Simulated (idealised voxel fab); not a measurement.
The following process module bears the name voxel wiring stack.
We display cut, a cross-section 240 nm in width whose square cells are each 5 nm.
Cross-section = grid of square cells, listed top down in bands; band = one or more rows.
What a band's entry tells you: where the top is and where the bottom is, as heights in nm, and after that what lies inside, material by material from left to right, each with its width in nm. Empty space is written as the word "air", and a single material marked with the word "everywhere" occupies the band from edge to edge.
Measure heights from 0. That's the level where, below it, the as-received wafer is all one material. The lowest band is bottomless and extends downward; write it as in "0 nm and below".
The two numbers in a width such as "30 to 40" mark its ends across the band: the first belongs to the top row of cells, the second to the bottom row, and from each row to the next the width moves by the same amount.
The designation "nothing got changed", where it is given for a processing step, indicates that no cell of the cross-section was altered in the course of that step.
"Fully enclosed voids": empty spaces of 8 cells or more with no open way to the top, each given as width x height at distance, distance from the left edge, all in nm.
Past the settings on a step's line: simulator remark, on that step.
The setting "overlay nm" may be written on the line of a step. When the step uses a mask, the value reports how far to the right of the planned place the mask lay, and a negative value reports that it lay to the left.
[The following list gives the planned process steps]
step 1: RECEIVE with material Si
step 2: CONFORMAL_DEP with material SiO2, thk nm 15
step 3: DIRECTIONAL_DEP with material TiN, thk nm 5
step 4: DIRECTIONAL_DEP with material Ru, thk nm 20
step 5: MASKED_ETCH with tone cover, mask id METAL_1, width nm 25, pitch nm 50, etch materials Ru, depth nm 20, overlay nm 0
step 6: MASKED_ETCH with tone cover, mask id METAL_1, width nm 25, pitch nm 50, etch materials TiN, depth nm 5, overlay nm 0
step 7: CONFORMAL_DEP with material SiCN, thk nm 5
step 8: FILL_DEP with material lowk, thk nm 5
step 9: CMP with height nm 40
step 10: CONFORMAL_DEP with material SiCN, thk nm 5
step 11: DIRECTIONAL_DEP with material SiO2, thk nm 20
step 12: DIRECTIONAL_DEP with material aC, thk nm 15
step 13: PATTERN with tone open, mask id PLUG_1, material resist, width nm 15, pitch nm 100, thk nm 30, overlay nm 0
step 14: DIRECTIONAL_ETCH with etch materials aC, depth nm 15
step 15: STRIP with etch materials resist
step 16: DIRECTIONAL_ETCH with etch materials SiO2, depth nm 20
step 17: DIRECTIONAL_ETCH with etch materials SiCN, depth nm 5
step 18: STRIP with etch materials aC
step 19: CONFORMAL_DEP with material TiN, thk nm 5
step 20: FILL_DEP with material Cu, thk nm 5
step 21: CMP with height nm 65
step 22: DIRECTIONAL_DEP with material TiN, thk nm 5
step 23: DIRECTIONAL_DEP with material Ru, thk nm 20
step 24: MASKED_ETCH with tone cover, mask id METAL_2, width nm 25, pitch nm 50, etch materials Ru, depth nm 20, overlay nm 0
step 25: MASKED_ETCH with tone cover, mask id METAL_2, width nm 25, pitch nm 50, etch materials TiN, depth nm 5, overlay nm 0
step 26: CONFORMAL_DEP with material SiCN, thk nm 5
step 27: FILL_DEP with material lowk, thk nm 10
step 28: CMP with height nm 90
step 29: CONFORMAL_DEP with material SiCN, thk nm 5
step 30: DIRECTIONAL_DEP with material lowk, thk nm 30
step 31: DIRECTIONAL_DEP with material aC, thk nm 15
step 32: PATTERN with tone open, mask id METAL_3, material resist, width nm 25, pitch nm 50, thk nm 35, overlay nm 0
step 33: DIRECTIONAL_ETCH with etch materials aC, depth nm 15
step 34: STRIP with etch materials resist
step 35: DIRECTIONAL_ETCH with etch materials lowk, depth nm 20
step 36: STRIP with etch materials aC
step 37: MASKED_ETCH with tone open, mask id METAL_3_HOLES, width nm 15, pitch nm 100, etch materials lowk, depth nm 10, overlay nm 0
step 38: MASKED_ETCH with tone open, mask id METAL_3_HOLES, width nm 15, pitch nm 100, etch materials SiCN, depth nm 5, overlay nm 0
step 39: CONFORMAL_DEP with material TiN, thk nm 5
step 40: FILL_DEP with material Cu, thk nm 5
step 41: CMP with height nm 125
step 42: CONFORMAL_DEP with material SiCN, thk nm 5
[Run as planned: first of two wafers]
[Cross-section of the wafer at receipt, which is the condition after step 1]
  0 nm and below = Si everywhere
  Fully enclosed voids: none
[Once step 2 is through, the wafer looks like this in cross-section]
  15 nm to 0 nm = SiO2 everywhere
  Everything below 0 is unchanged.
[Once step 3 is through, the wafer looks like this in cross-section]
  20 nm to 15 nm = TiN everywhere
  Everything below 15 is unchanged.
[Once step 4 is through, the wafer looks like this in cross-section]
  40 nm to 20 nm = Ru everywhere
  Everything below 20 is unchanged.
[Once step 5 is through, the wafer looks like this in cross-section]
  40 nm to 20 nm = air (55)  Ru (25)  air (25)  Ru (25)  air (25)  Ru (25)  air (60)
  Everything below 20 is unchanged.
[Once step 6 is through, the wafer looks like this in cross-section]
  40 nm to 20 nm = air (55)  Ru (25)  air (25)  Ru (25)  air (25)  Ru (25)  air (60)
  20 nm to 15 nm = air (55)  TiN (25)  air (25)  TiN (25)  air (25)  TiN (25)  air (60)
  Everything below 15 is unchanged.
[Once step 7 is through, the wafer looks like this in cross-section]
  45 nm to 40 nm = air (50)  SiCN (35)  air (15)  SiCN (35)  air (15)  SiCN (35)  air (55)
  40 nm to 20 nm = air (50)  SiCN (5)  Ru (25)  SiCN (5)  air (15)  SiCN (5)  Ru (25)  SiCN (5)  air (15)  SiCN (5)  Ru (25)  SiCN (5)  air (55)
  20 nm to 15 nm = SiCN (55)  TiN (25)  SiCN (25)  TiN (25)  SiCN (25)  TiN (25)  SiCN (60)
  Everything below 15 is unchanged.
[Once step 8 is through, the wafer looks like this in cross-section]
  50 nm to 45 nm = lowk everywhere
  45 nm to 40 nm = lowk (50)  SiCN (35)  lowk (15)  SiCN (35)  lowk (15)  SiCN (35)  lowk (55)
  40 nm to 20 nm = lowk (50)  SiCN (5)  Ru (25)  SiCN (5)  lowk (15)  SiCN (5)  Ru (25)  SiCN (5)  lowk (15)  SiCN (5)  Ru (25)  SiCN (5)  lowk (55)
  Everything below 20 is unchanged.
[Once step 9 is through, the wafer looks like this in cross-section]
  40 nm to 20 nm = lowk (50)  SiCN (5)  Ru (25)  SiCN (5)  lowk (15)  SiCN (5)  Ru (25)  SiCN (5)  lowk (15)  SiCN (5)  Ru (25)  SiCN (5)  lowk (55)
  Everything below 20 is unchanged.
[Once step 10 is through, the wafer looks like this in cross-section]
  45 nm to 40 nm = SiCN everywhere
  Everything below 40 is unchanged.
[Once step 11 is through, the wafer looks like this in cross-section]
  65 nm to 45 nm = SiO2 everywhere
  Everything below 45 is unchanged.
[Once step 12 is through, the wafer looks like this in cross-section]
  80 nm to 65 nm = aC everywhere
  Everything below 65 is unchanged.
[Once step 13 is through, the wafer looks like this in cross-section]
  110 nm to 80 nm = resist (55)  air (15)  resist (85)  air (15)  resist (70)
  Everything below 80 is unchanged.
[Once step 14 is through, the wafer looks like this in cross-section]
  95 nm to 80 nm = resist (55)  air (15)  resist (85)  air (15)  resist (70)
  80 nm to 65 nm = aC (55)  air (15)  aC (85)  air (15)  aC (70)
  Everything below 65 is unchanged.
[Once step 15 is through, the wafer looks like this in cross-section]
  80 nm to 65 nm = aC (55)  air (15)  aC (85)  air (15)  aC (70)
  Everything below 65 is unchanged.
[Once step 16 is through, the wafer looks like this in cross-section]
  80 nm to 65 nm = aC (55)  air (15)  aC (85)  air (15)  aC (70)
  65 nm to 45 nm = SiO2 (55)  air (15)  SiO2 (85)  air (15)  SiO2 (70)
  Everything below 45 is unchanged.
[Once step 17 is through, the wafer looks like this in cross-section]
  80 nm to 65 nm = aC (55)  air (15)  aC (85)  air (15)  aC (70)
  65 nm to 45 nm = SiO2 (55)  air (15)  SiO2 (85)  air (15)  SiO2 (70)
  45 nm to 40 nm = SiCN (55)  air (15)  SiCN (85)  air (15)  SiCN (70)
  Everything below 40 is unchanged.
[Once step 18 is through, the wafer looks like this in cross-section]
  65 nm to 45 nm = SiO2 (55)  air (15)  SiO2 (85)  air (15)  SiO2 (70)
  Everything below 45 is unchanged.
[Once step 19 is through, the wafer looks like this in cross-section]
  70 nm to 65 nm = TiN (60)  air (5)  TiN (95)  air (5)  TiN (75)
  65 nm to 45 nm = SiO2 (55)  TiN (5)  air (5)  TiN (5)  SiO2 (85)  TiN (5)  air (5)  TiN (5)  SiO2 (70)
  45 nm to 40 nm = SiCN (55)  TiN (15)  SiCN (85)  TiN (15)  SiCN (70)
  Everything below 40 is unchanged.
[Once step 20 is through, the wafer looks like this in cross-section]
  75 nm to 70 nm = Cu everywhere
  70 nm to 65 nm = TiN (60)  Cu (5)  TiN (95)  Cu (5)  TiN (75)
  65 nm to 45 nm = SiO2 (55)  TiN (5)  Cu (5)  TiN (5)  SiO2 (85)  TiN (5)  Cu (5)  TiN (5)  SiO2 (70)
  Everything below 45 is unchanged.
[Once step 21 is through, the wafer looks like this in cross-section]
  65 nm to 45 nm = SiO2 (55)  TiN (5)  Cu (5)  TiN (5)  SiO2 (85)  TiN (5)  Cu (5)  TiN (5)  SiO2 (70)
  Everything below 45 is unchanged.
[Once step 22 is through, the wafer looks like this in cross-section]
  70 nm to 65 nm = TiN everywhere
  Everything below 65 is unchanged.
[Once step 23 is through, the wafer looks like this in cross-section]
  90 nm to 70 nm = Ru everywhere
  Everything below 70 is unchanged.
[Once step 24 is through, the wafer looks like this in cross-section]
  90 nm to 70 nm = air (55)  Ru (25)  air (25)  Ru (25)  air (25)  Ru (25)  air (60)
  Everything below 70 is unchanged.
[Once step 25 is through, the wafer looks like this in cross-section]
  90 nm to 70 nm = air (55)  Ru (25)  air (25)  Ru (25)  air (25)  Ru (25)  air (60)
  70 nm to 65 nm = air (55)  TiN (25)  air (25)  TiN (25)  air (25)  TiN (25)  air (60)
  Everything below 65 is unchanged.
[Once step 26 is through, the wafer looks like this in cross-section]
  95 nm to 90 nm = air (50)  SiCN (35)  air (15)  SiCN (35)  air (15)  SiCN (35)  air (55)
  90 nm to 70 nm = air (50)  SiCN (5)  Ru (25)  SiCN (5)  air (15)  SiCN (5)  Ru (25)  SiCN (5)  air (15)  SiCN (5)  Ru (25)  SiCN (5)  air (55)
  70 nm to 65 nm = SiCN (55)  TiN (25)  SiCN (25)  TiN (25)  SiCN (25)  TiN (25)  SiCN (60)
  Everything below 65 is unchanged.
[Once step 27 is through, the wafer looks like this in cross-section]
  105 nm to 95 nm = lowk everywhere
  95 nm to 90 nm = lowk (50)  SiCN (35)  lowk (15)  SiCN (35)  lowk (15)  SiCN (35)  lowk (55)
  90 nm to 70 nm = lowk (50)  SiCN (5)  Ru (25)  SiCN (5)  lowk (15)  SiCN (5)  Ru (25)  SiCN (5)  lowk (15)  SiCN (5)  Ru (25)  SiCN (5)  lowk (55)
  Everything below 70 is unchanged.
[Once step 28 is through, the wafer looks like this in cross-section]
  90 nm to 70 nm = lowk (50)  SiCN (5)  Ru (25)  SiCN (5)  lowk (15)  SiCN (5)  Ru (25)  SiCN (5)  lowk (15)  SiCN (5)  Ru (25)  SiCN (5)  lowk (55)
  Everything below 70 is unchanged.
[Once step 29 is through, the wafer looks like this in cross-section]
  95 nm to 90 nm = SiCN everywhere
  Everything below 90 is unchanged.
[Once step 30 is through, the wafer looks like this in cross-section]
  125 nm to 95 nm = lowk everywhere
  Everything below 95 is unchanged.
[Once step 31 is through, the wafer looks like this in cross-section]
  140 nm to 125 nm = aC everywhere
  Everything below 125 is unchanged.
[Once step 32 is through, the wafer looks like this in cross-section]
  175 nm to 140 nm = resist (55)  air (25)  resist (25)  air (25)  resist (25)  air (25)  resist (60)
  Everything below 140 is unchanged.
[Once step 33 is through, the wafer looks like this in cross-section]
  160 nm to 140 nm = resist (55)  air (25)  resist (25)  air (25)  resist (25)  air (25)  resist (60)
  140 nm to 125 nm = aC (55)  air (25)  aC (25)  air (25)  aC (25)  air (25)  aC (60)
  Everything below 125 is unchanged.
[Once step 34 is through, the wafer looks like this in cross-section]
  140 nm to 125 nm = aC (55)  air (25)  aC (25)  air (25)  aC (25)  air (25)  aC (60)
  Everything below 125 is unchanged.
[Once step 35 is through, the wafer looks like this in cross-section]
  140 nm to 125 nm = aC (55)  air (25)  aC (25)  air (25)  aC (25)  air (25)  aC (60)
  125 nm to 105 nm = lowk (55)  air (25)  lowk (25)  air (25)  lowk (25)  air (25)  lowk (60)
  Everything below 105 is unchanged.
[Once step 36 is through, the wafer looks like this in cross-section]
  125 nm to 105 nm = lowk (55)  air (25)  lowk (25)  air (25)  lowk (25)  air (25)  lowk (60)
  Everything below 105 is unchanged.
[Once step 37 is through, the wafer looks like this in cross-section]
  125 nm to 105 nm = lowk (55)  air (25)  lowk (25)  air (25)  lowk (25)  air (25)  lowk (60)
  105 nm to 95 nm = lowk (55)  air (15)  lowk (85)  air (15)  lowk (70)
  Everything below 95 is unchanged.
[Once step 38 is through, the wafer looks like this in cross-section]
  125 nm to 105 nm = lowk (55)  air (25)  lowk (25)  air (25)  lowk (25)  air (25)  lowk (60)
  105 nm to 95 nm = lowk (55)  air (15)  lowk (85)  air (15)  lowk (70)
  95 nm to 90 nm = SiCN (55)  air (15)  SiCN (85)  air (15)  SiCN (70)
  Everything below 90 is unchanged.
[Once step 39 is through, the wafer looks like this in cross-section]
  130 nm to 125 nm = TiN (60)  air (15)  TiN (35)  air (15)  TiN (35)  air (15)  TiN (65)
  125 nm to 110 nm = lowk (55)  TiN (5)  air (15)  TiN (5)  lowk (25)  TiN (5)  air (15)  TiN (5)  lowk (25)  TiN (5)  air (15)  TiN (5)  lowk (60)
  110 nm to 105 nm = lowk (55)  TiN (5)  air (5)  TiN (15)  lowk (25)  TiN (25)  lowk (25)  TiN (5)  air (5)  TiN (15)  lowk (60)
  105 nm to 95 nm = lowk (55)  TiN (5)  air (5)  TiN (5)  lowk (85)  TiN (5)  air (5)  TiN (5)  lowk (70)
  95 nm to 90 nm = SiCN (55)  TiN (15)  SiCN (85)  TiN (15)  SiCN (70)
  Everything below 90 is unchanged.
[Once step 40 is through, the wafer looks like this in cross-section]
  135 nm to 130 nm = Cu everywhere
  130 nm to 125 nm = TiN (60)  Cu (15)  TiN (35)  Cu (15)  TiN (35)  Cu (15)  TiN (65)
  125 nm to 110 nm = lowk (55)  TiN (5)  Cu (15)  TiN (5)  lowk (25)  TiN (5)  Cu (15)  TiN (5)  lowk (25)  TiN (5)  Cu (15)  TiN (5)  lowk (60)
  110 nm to 105 nm = lowk (55)  TiN (5)  Cu (5)  TiN (15)  lowk (25)  TiN (25)  lowk (25)  TiN (5)  Cu (5)  TiN (15)  lowk (60)
  105 nm to 95 nm = lowk (55)  TiN (5)  Cu (5)  TiN (5)  lowk (85)  TiN (5)  Cu (5)  TiN (5)  lowk (70)
  Everything below 95 is unchanged.
[Once step 41 is through, the wafer looks like this in cross-section]
  125 nm to 110 nm = lowk (55)  TiN (5)  Cu (15)  TiN (5)  lowk (25)  TiN (5)  Cu (15)  TiN (5)  lowk (25)  TiN (5)  Cu (15)  TiN (5)  lowk (60)
  Everything below 110 is unchanged.
[Once step 42 is through, the wafer looks like this in cross-section]
  130 nm to 125 nm = SiCN everywhere
  Everything below 125 is unchanged.
[Second wafer. Start and plan as for the first. One mistake made in running. Agrees with the first up to and including step 36]
[The second wafer cut through, at the time step 37 was supposed to be finished]
  115 nm to 105 nm = lowk (55)  air (25)  lowk (25)  air (25)  lowk (25)  air (25)  lowk (60)
  105 nm to 95 nm = lowk (70)  air (10)  lowk (25)  air (25)  lowk (40)  air (10)  lowk (60)
  Everything below 95 is unchanged.
The second wafer cut through, at the time step 38 was supposed to be finished: nothing got changed
[The second wafer cut through, at the time step 39 was supposed to be finished]
  120 nm to 115 nm = TiN (60)  air (15)  TiN (35)  air (15)  TiN (35)  air (15)  TiN (65)
  115 nm to 110 nm = lowk (55)  TiN (5)  air (15)  TiN (5)  lowk (25)  TiN (5)  air (15)  TiN (5)  lowk (25)  TiN (5)  air (15)  TiN (5)  lowk (60)
  110 nm to 100 nm = lowk (55 to 70)  TiN (25 to 10)  lowk (25)  TiN (5)  air (15)  TiN (5)  lowk (25 to 40)  TiN (25 to 10)  lowk (60)
  100 nm to 95 nm = lowk (70)  TiN (10)  lowk (25)  TiN (25)  lowk (40)  TiN (10)  lowk (60)
  Everything below 95 is unchanged.
[The second wafer cut through, at the time step 40 was supposed to be finished]
  125 nm to 120 nm = Cu everywhere
  120 nm to 115 nm = TiN (60)  Cu (15)  TiN (35)  Cu (15)  TiN (35)  Cu (15)  TiN (65)
  115 nm to 110 nm = lowk (55)  TiN (5)  Cu (15)  TiN (5)  lowk (25)  TiN (5)  Cu (15)  TiN (5)  lowk (25)  TiN (5)  Cu (15)  TiN (5)  lowk (60)
  110 nm to 100 nm = lowk (55 to 70)  TiN (25 to 10)  lowk (25)  TiN (5)  Cu (15)  TiN (5)  lowk (25 to 40)  TiN (25 to 10)  lowk (60)
  Everything below 100 is unchanged.
The second wafer cut through, at the time step 41 was supposed to be finished: nothing got changed
[The second wafer cut through, at the time step 42 was supposed to be finished]
  130 nm to 125 nm = SiCN everywhere
  Everything below 125 is unchanged.
Finding, execution versus plan: step 37 was processed under conditions differing from the plan, specifically as MASKED_ETCH with tone cover, mask id METAL_3_HOLES, width nm 15, pitch nm 100, etch materials lowk, depth nm 10, overlay nm 0
Final tally in cells, some materials are higher or lower on the second wafer than on the first: +39 Cu; +6 SiCN; +27 TiN; -72 lowk
